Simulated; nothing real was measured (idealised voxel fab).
process module | voxel transistor to metal
cross-section cut | 275 nm wide | cells 5 nm
A cross-section is a grid of square cells, given in bands from the top down. A band is one or more rows of cells.
Each band's line starts with the height of the band's top and of its bottom, in nm. Then come its materials from left to right, each with its width in nm. One material with "throughout" fills the band from edge to edge. "air" is empty space.
Height 0 is the level under which the wafer as received is all one material. The lowest band goes on downwards, as in "0 down".
A width such as "30 to 40" changes by the same amount from each row of cells to the next, from the band's top row to its bottom row.
"no change" after a step means that no cell of the cross-section changed.
closed voids: empty space of 8 cells or more with no open way to the top, each as width x height at its distance from the left edge, in nm
after a step's settings: what the simulator itself notes on the step
overlay nm, on a step with a mask: how far to the right of its planned place the mask lay; to the left if negative
plan
1 op RECEIVE | material Si
2 op OXIDIZE | depth nm 5
3 op CONFORMAL_DEP | material SiN | thk nm 10
4 op PATTERN | tone cover | mask id ACTIVE | material resist | width nm 105 | pitch nm 135 | thk nm 20 | overlay nm 0
5 op DIRECTIONAL_ETCH | etch materials SiN | depth nm 10
6 op DIRECTIONAL_ETCH | etch materials SiO2 | depth nm 5
7 op DIRECTIONAL_ETCH | etch materials Si | depth nm 35
8 op STRIP | etch materials resist
9 op FILL_DEP | material SiO2 | thk nm 15
10 op CMP | height nm 10
11 op SELECTIVE_ETCH | etch materials SiO2 | depth nm 5
12 op STRIP | etch materials SiN
13 op SELECTIVE_ETCH | etch materials SiO2 | depth nm 5
14 op OXIDIZE | depth nm 5
15 op DIRECTIONAL_DEP | material polySi | thk nm 30
16 op DIRECTIONAL_DEP | material SiCN | thk nm 15
17 op PATTERN | tone cover | mask id GATE | material resist | width nm 35 | pitch nm 135 | thk nm 15 | overlay nm 0
18 op DIRECTIONAL_ETCH | etch materials SiCN | depth nm 25
19 op DIRECTIONAL_ETCH | etch materials polySi | depth nm 40
20 op STRIP | etch materials resist
21 op CONFORMAL_DEP | material SiO2 | thk nm 5
22 op DIRECTIONAL_ETCH | etch materials SiO2 | depth nm 5
23 op CONFORMAL_DEP | material SiN | thk nm 5
24 op DIRECTIONAL_ETCH | etch materials SiN | depth nm 5
25 op DIRECTIONAL_ETCH | etch materials SiO2 | depth nm 5
26 op DIRECTIONAL_ETCH | etch materials Si | depth nm 10
27 op EPI | material nSi | thk nm 10
28 op FILL_DEP | material SiO2 | thk nm 10
29 op CMP | height nm 25
30 op STRIP | etch materials polySi
31 op SELECTIVE_ETCH | etch materials SiO2 | depth nm 5
32 op CONFORMAL_DEP | material HfO2 | thk nm 5
33 op CONFORMAL_DEP | material TiN | thk nm 5
34 op FILL_DEP | material W | thk nm 10
35 op CMP | height nm 20
36 op DIRECTIONAL_DEP | material SiO2 | thk nm 10
37 op PATTERN | tone open | mask id CONTACT | material resist | width nm 15 | thk nm 15 | overlay nm 0
38 op DIRECTIONAL_ETCH | etch materials SiO2 | depth nm 30
39 op STRIP | etch materials resist
40 op CONFORMAL_DEP | material TiN | thk nm 5
41 op FILL_DEP | material W | thk nm 10
42 op CMP | height nm 30
43 op DIRECTIONAL_DEP | material TiN | thk nm 5
44 op DIRECTIONAL_DEP | material Ru | thk nm 25
45 op DIRECTIONAL_DEP | material aC | thk nm 15
46 op PATTERN | tone cover | mask id METAL_1 | material resist | width nm 15 | thk nm 35 | overlay nm 0
47 op DIRECTIONAL_ETCH | etch materials aC | depth nm 15
48 op STRIP | etch materials resist
49 op DIRECTIONAL_ETCH | etch materials Ru | depth nm 25
50 op DIRECTIONAL_ETCH | etch materials TiN | depth nm 5
51 op STRIP | etch materials aC
52 op FILL_DEP | material SiO2 | thk nm 5
53 op CMP | height nm 60
54 op CONFORMAL_DEP | material SiCN | thk nm 5
55 op DIRECTIONAL_DEP | material SiO2 | thk nm 30
56 op MASKED_ETCH | tone open | mask id METAL_2 | width nm 15 | pitch nm 135 | etch materials SiO2 | depth nm 15 | overlay nm 0
57 op DIRECTIONAL_DEP | material aC | thk nm 15
58 op PATTERN | tone open | mask id METAL_2_HOLES | material resist | width nm 15 | pitch nm 135 | thk nm 30 | overlay nm -5
59 op DIRECTIONAL_ETCH | etch materials aC | depth nm 15
60 op STRIP | etch materials resist
61 op DIRECTIONAL_ETCH | etch materials SiO2 | depth nm 15
62 op DIRECTIONAL_ETCH | etch materials SiCN | depth nm 5
63 op STRIP | etch materials aC
64 op CONFORMAL_DEP | material TiN | thk nm 5
65 op FILL_DEP | material Cu | thk nm 10
66 op CMP | height nm 95
67 op CONFORMAL_DEP | material SiN | thk nm 5
varied across the wafers: overlay nm of step 58. The plan shows the first wafer's value. All wafers start alike
first wafer as received, after step 1
  0 down: Si throughout
  closed voids: none
each wafer at the end: cells of each material gained (+) or lost (-) since it was received, then its closed voids
overlay nm -5 | +8 Cu | +38 HfO2 | +60 Ru | -220 Si | +51 SiCN | +79 SiN | +834 SiO2 | +126 TiN | +60 W | +64 nSi | closed voids: none
overlay nm 0 | +12 Cu | +38 HfO2 | +60 Ru | -220 Si | +49 SiCN | +79 SiN | +834 SiO2 | +124 TiN | +60 W | +64 nSi | closed voids: none
overlay nm 5 | +8 Cu | +38 HfO2 | +60 Ru | -220 Si | +51 SiCN | +79 SiN | +834 SiO2 | +126 TiN | +60 W | +64 nSi | closed voids: none
overlay nm 10 | +12 Cu | +38 HfO2 | +60 Ru | -220 Si | +53 SiCN | +79 SiN | +834 SiO2 | +120 TiN | +60 W | +64 nSi | closed voids: none
overlay nm 15 | +16 Cu | +38 HfO2 | +60 Ru | -220 Si | +55 SiCN | +79 SiN | +834 SiO2 | +114 TiN | +60 W | +64 nSi | closed voids: none
